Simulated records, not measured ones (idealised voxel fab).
Documented hereafter: the process module known as voxel self aligned contacts.
The width of the displayed cross-section, cut, is 175 nm; its cells are square, with a size of 5 nm.
Cross-section, as written here: a square-cell grid given band by band from the top down, where a band holds one or more rows of cells.
This entry defines a band. It first specifies the height of the band's top and the height of its bottom in nm, and then specifies the band's materials from left to right, stating each material with its width in nm. The word "all across" identifies a single material that fills the band from edge to edge, while the word "empty" identifies empty space.
Height 0 is the level under which the wafer as received is all one material. The lowest band goes on downwards, as in "0 -> down".
The two numbers in a width such as "30..40" mark its ends across the band: the first belongs to the top row of cells, the second to the bottom row, and from each row to the next the width moves by the same amount.
You'll sometimes find "no modifications" written for a step, and that's the way of saying that nowhere in the cross-section did a cell change during that step.
The entry "Closed voids list" lists the empty spaces that cover at least 8 cells and have no open path to the top. Each is written as width x height at distance, where the distance is measured from the left edge and all three values are in nm.
The remark found on a step's line after its settings is issued by the simulator itself and pertains to that step.
Regarding "overlay nm": on a step with a mask, it is the distance the mask lay to the right of its planned place; a negative value places it to the left.

The steps planned for the process are as follows:
1,RECEIVE: material Si
2,CONFORMAL_DEP: material SiO2, thk nm 5
3,DIRECTIONAL_DEP: material polySi, thk nm 20
4,DIRECTIONAL_DEP: material SiN, thk nm 15
5,MASKED_ETCH: tone cover, mask id GATE, width nm 25, pitch nm 60, etch materials SiN, depth nm 15, overlay nm 0
6,MASKED_ETCH: tone cover, mask id GATE, width nm 25, pitch nm 60, etch materials polySi, depth nm 20, overlay nm 0
7,CONFORMAL_DEP: material SiN, thk nm 5
8,DIRECTIONAL_ETCH: etch materials SiN, depth nm 5
9,FILL_DEP: material SiO2, thk nm 10
10,CMP: height nm 45
11,PATTERN: tone open, mask id CONTACT, material resist, width nm 45, pitch nm 60, thk nm 20, overlay nm 0
12,DIRECTIONAL_ETCH: etch materials SiO2, depth nm 45
13,STRIP: etch materials resist
14,CONFORMAL_DEP: material TiN, thk nm 5
15,FILL_DEP: material Ru, thk nm 5
16,CMP: height nm 45
17,CONFORMAL_DEP: material SiCN, thk nm 5

First out of two wafers; run went to plan:

As-received wafer cross-section (after step 1):
	0 -> down | Si all across
	Closed voids list: none

Cross-section through the wafer, step 2 finished:
	5 -> 0 | SiO2 all across
	Below 0 it's all the same as before, nothing changed down there.

Cross-section through the wafer, step 3 finished:
	25 -> 5 | polySi all across
	Below 5 it's all the same as before, nothing changed down there.

Cross-section through the wafer, step 4 finished:
	40 -> 25 | SiN all across
	Below 25 it's all the same as before, nothing changed down there.

Cross-section through the wafer, step 5 finished:
	40 -> 25 | empty 15  SiN 25  empty 35  SiN 25  empty 35  SiN 25  empty 15
	Below 25 it's all the same as before, nothing changed down there.

Cross-section through the wafer, step 6 finished:
	40 -> 25 | empty 15  SiN 25  empty 35  SiN 25  empty 35  SiN 25  empty 15
	25 -> 5 | empty 15  polySi 25  empty 35  polySi 25  empty 35  polySi 25  empty 15
	Below 5 it's all the same as before, nothing changed down there.

Cross-section through the wafer, step 7 finished:
	45 -> 25 | empty 10  SiN 35  empty 25  SiN 35  empty 25  SiN 35  empty 10
	25 -> 10 | empty 10  SiN 5  polySi 25  SiN 5  empty 25  SiN 5  polySi 25  SiN 5  empty 25  SiN 5  polySi 25  SiN 5  empty 10
	10 -> 5 | SiN 15  polySi 25  SiN 35  polySi 25  SiN 35  polySi 25  SiN 15
	Below 5 it's all the same as before, nothing changed down there.

Cross-section through the wafer, step 8 finished:
	40 -> 25 | empty 10  SiN 35  empty 25  SiN 35  empty 25  SiN 35  empty 10
	25 -> 5 | empty 10  SiN 5  polySi 25  SiN 5  empty 25  SiN 5  polySi 25  SiN 5  empty 25  SiN 5  polySi 25  SiN 5  empty 10
	Below 5 it's all the same as before, nothing changed down there.

Cross-section through the wafer, step 9 finished:
	50 -> 40 | SiO2 all across
	40 -> 25 | SiO2 10  SiN 35  SiO2 25  SiN 35  SiO2 25  SiN 35  SiO2 10
	25 -> 5 | SiO2 10  SiN 5  polySi 25  SiN 5  SiO2 25  SiN 5  polySi 25  SiN 5  SiO2 25  SiN 5  polySi 25  SiN 5  SiO2 10
	Below 5 it's all the same as before, nothing changed down there.

Cross-section through the wafer, step 10 finished:
	45 -> 40 | SiO2 all across
	Below 40 it's all the same as before, nothing changed down there.

Cross-section through the wafer, step 11 finished:
	65 -> 45 | resist 35  empty 45  resist 15  empty 45  resist 35
	Below 45 it's all the same as before, nothing changed down there.

Cross-section through the wafer, step 12 finished:
	65 -> 45 | resist 35  empty 45  resist 15  empty 45  resist 35
	45 -> 40 | SiO2 35  empty 45  SiO2 15  empty 45  SiO2 35
	40 -> 25 | SiO2 10  SiN 35  empty 25  SiN 35  empty 25  SiN 35  SiO2 10
	25 -> 5 | SiO2 10  SiN 5  polySi 25  SiN 5  empty 25  SiN 5  polySi 25  SiN 5  empty 25  SiN 5  polySi 25  SiN 5  SiO2 10
	5 -> 0 | SiO2 45  empty 25  SiO2 35  empty 25  SiO2 45
	Below 0 it's all the same as before, nothing changed down there.

Cross-section through the wafer, step 13 finished:
	45 -> 40 | SiO2 35  empty 45  SiO2 15  empty 45  SiO2 35
	Below 40 it's all the same as before, nothing changed down there.

Cross-section through the wafer, step 14 finished:
	50 -> 45 | TiN 40  empty 35  TiN 25  empty 35  TiN 40
	45 -> 40 | SiO2 35  TiN 15  empty 15  TiN 15  SiO2 15  TiN 15  empty 15  TiN 15  SiO2 35
	40 -> 25 | SiO2 10  SiN 35  TiN 5  empty 15  TiN 5  SiN 35  TiN 5  empty 15  TiN 5  SiN 35  SiO2 10
	25 -> 5 | SiO2 10  SiN 5  polySi 25  SiN 5  TiN 5  empty 15  TiN 5  SiN 5  polySi 25  SiN 5  TiN 5  empty 15  TiN 5  SiN 5  polySi 25  SiN 5  SiO2 10
	5 -> 0 | SiO2 45  TiN 25  SiO2 35  TiN 25  SiO2 45
	Below 0 it's all the same as before, nothing changed down there.

Cross-section through the wafer, step 15 finished:
	55 -> 50 | Ru all across
	50 -> 45 | TiN 40  Ru 35  TiN 25  Ru 35  TiN 40
	45 -> 40 | SiO2 35  TiN 15  Ru 15  TiN 15  SiO2 15  TiN 15  Ru 15  TiN 15  SiO2 35
	40 -> 25 | SiO2 10  SiN 35  TiN 5  Ru 15  TiN 5  SiN 35  TiN 5  Ru 15  TiN 5  SiN 35  SiO2 10
	25 -> 5 | SiO2 10  SiN 5  polySi 25  SiN 5  TiN 5  Ru 15  TiN 5  SiN 5  polySi 25  SiN 5  TiN 5  Ru 15  TiN 5  SiN 5  polySi 25  SiN 5  SiO2 10
	Below 5 it's all the same as before, nothing changed down there.

Cross-section through the wafer, step 16 finished:
	45 -> 40 | SiO2 35  TiN 15  Ru 15  TiN 15  SiO2 15  TiN 15  Ru 15  TiN 15  SiO2 35
	Below 40 it's all the same as before, nothing changed down there.

Cross-section through the wafer, step 17 finished:
	50 -> 45 | SiCN all across
	Below 45 it's all the same as before, nothing changed down there.

Second wafer: same start and same plan as the first, one execution error; identical to the first through step 4:

Cross-section, second wafer, at the end time the plan gives for step 5:
	40 -> 25 | empty 20  SiN 20  empty 40  SiN 20  empty 40  SiN 20  empty 15
	Below 25 it's all the same as before, nothing changed down there.

Cross-section, second wafer, at the end time the plan gives for step 6:
	40 -> 25 | empty 20  SiN 20  empty 40  SiN 20  empty 40  SiN 20  empty 15
	25 -> 5 | empty 15  polySi 25  empty 35  polySi 25  empty 35  polySi 25  empty 15
	Below 5 it's all the same as before, nothing changed down there.

Cross-section, second wafer, at the end time the plan gives for step 7:
	45 -> 30 | empty 15  SiN 30  empty 30  SiN 30  empty 30  SiN 30  empty 10
	30 -> 25 | empty 10  SiN 35  empty 25  SiN 35  empty 25  SiN 35  empty 10
	25 -> 10 | empty 10  SiN 5  polySi 25  SiN 5  empty 25  SiN 5  polySi 25  SiN 5  empty 25  SiN 5  polySi 25  SiN 5  empty 10
	10 -> 5 | SiN 15  polySi 25  SiN 35  polySi 25  SiN 35  polySi 25  SiN 15
	Below 5 it's all the same as before, nothing changed down there.

Cross-section, second wafer, at the end time the plan gives for step 8:
	40 -> 25 | empty 15  SiN 30  empty 30  SiN 30  empty 30  SiN 30  empty 10
	25 -> 5 | empty 10  SiN 5  polySi 25  SiN 5  empty 25  SiN 5  polySi 25  SiN 5  empty 25  SiN 5  polySi 25  SiN 5  empty 10
	Below 5 it's all the same as before, nothing changed down there.

Cross-section, second wafer, at the end time the plan gives for step 9:
	50 -> 40 | SiO2 all across
	40 -> 25 | SiO2 15  SiN 30  SiO2 30  SiN 30  SiO2 30  SiN 30  SiO2 10
	25 -> 5 | SiO2 10  SiN 5  polySi 25  SiN 5  SiO2 25  SiN 5  polySi 25  SiN 5  SiO2 25  SiN 5  polySi 25  SiN 5  SiO2 10
	Below 5 it's all the same as before, nothing changed down there.

Cross-section, second wafer, at the end time the plan gives for step 10:
	45 -> 40 | SiO2 all across
	Below 40 it's all the same as before, nothing changed down there.

Cross-section, second wafer, at the end time the plan gives for step 11:
	65 -> 45 | resist 35  empty 45  resist 15  empty 45  resist 35
	Below 45 it's all the same as before, nothing changed down there.

Cross-section, second wafer, at the end time the plan gives for step 12:
	65 -> 45 | resist 35  empty 45  resist 15  empty 45  resist 35
	45 -> 40 | SiO2 35  empty 45  SiO2 15  empty 45  SiO2 35
	40 -> 25 | SiO2 15  SiN 30  empty 30  SiN 30  empty 30  SiN 30  SiO2 10
	25 -> 5 | SiO2 10  SiN 5  polySi 25  SiN 5  empty 25  SiN 5  polySi 25  SiN 5  empty 25  SiN 5  polySi 25  SiN 5  SiO2 10
	5 -> 0 | SiO2 45  empty 25  SiO2 35  empty 25  SiO2 45
	Below 0 it's all the same as before, nothing changed down there.

Cross-section, second wafer, at the end time the plan gives for step 13:
	45 -> 40 | SiO2 35  empty 45  SiO2 15  empty 45  SiO2 35
	Below 40 it's all the same as before, nothing changed down there.

Cross-section, second wafer, at the end time the plan gives for step 14:
	50 -> 45 | TiN 40  empty 35  TiN 25  empty 35  TiN 40
	45 -> 40 | SiO2 35  TiN 15  empty 20  TiN 10  SiO2 15  TiN 15  empty 20  TiN 10  SiO2 35
	40 -> 30 | SiO2 15  SiN 30  TiN 5  empty 20  TiN 5  SiN 30  TiN 5  empty 20  TiN 5  SiN 30  SiO2 10
	30 -> 25 | SiO2 15  SiN 30  TiN 5  empty 15  TiN 10  SiN 30  TiN 5  empty 15  TiN 10  SiN 30  SiO2 10
	25 -> 5 | SiO2 10  SiN 5  polySi 25  SiN 5  TiN 5  empty 15  TiN 5  SiN 5  polySi 25  SiN 5  TiN 5  empty 15  TiN 5  SiN 5  polySi 25  SiN 5  SiO2 10
	5 -> 0 | SiO2 45  TiN 25  SiO2 35  TiN 25  SiO2 45
	Below 0 it's all the same as before, nothing changed down there.

Cross-section, second wafer, at the end time the plan gives for step 15:
	55 -> 50 | Ru all across
	50 -> 45 | TiN 40  Ru 35  TiN 25  Ru 35  TiN 40
	45 -> 40 | SiO2 35  TiN 15  Ru 20  TiN 10  SiO2 15  TiN 15  Ru 20  TiN 10  SiO2 35
	40 -> 30 | SiO2 15  SiN 30  TiN 5  Ru 20  TiN 5  SiN 30  TiN 5  Ru 20  TiN 5  SiN 30  SiO2 10
	30 -> 25 | SiO2 15  SiN 30  TiN 5  Ru 15  TiN 10  SiN 30  TiN 5  Ru 15  TiN 10  SiN 30  SiO2 10
	25 -> 5 | SiO2 10  SiN 5  polySi 25  SiN 5  TiN 5  Ru 15  TiN 5  SiN 5  polySi 25  SiN 5  TiN 5  Ru 15  TiN 5  SiN 5  polySi 25  SiN 5  SiO2 10
	Below 5 it's all the same as before, nothing changed down there.

Cross-section, second wafer, at the end time the plan gives for step 16:
	45 -> 40 | SiO2 35  TiN 15  Ru 20  TiN 10  SiO2 15  TiN 15  Ru 20  TiN 10  SiO2 35
	Below 40 it's all the same as before, nothing changed down there.

Cross-section, second wafer, at the end time the plan gives for step 17:
	50 -> 45 | SiCN all across
	Below 45 it's all the same as before, nothing changed down there.
The plan and the run diverged here: in deviation from the planned setting, step 5 was conducted as MASKED_ETCH: tone cover, mask id GATE, width nm 20, pitch nm 60, etch materials SiN, depth nm 15, overlay nm 0
Counted in cells at the end, the second wafer holds more or fewer of these materials than the first: Ru +6; SiN -9; SiO2 +3
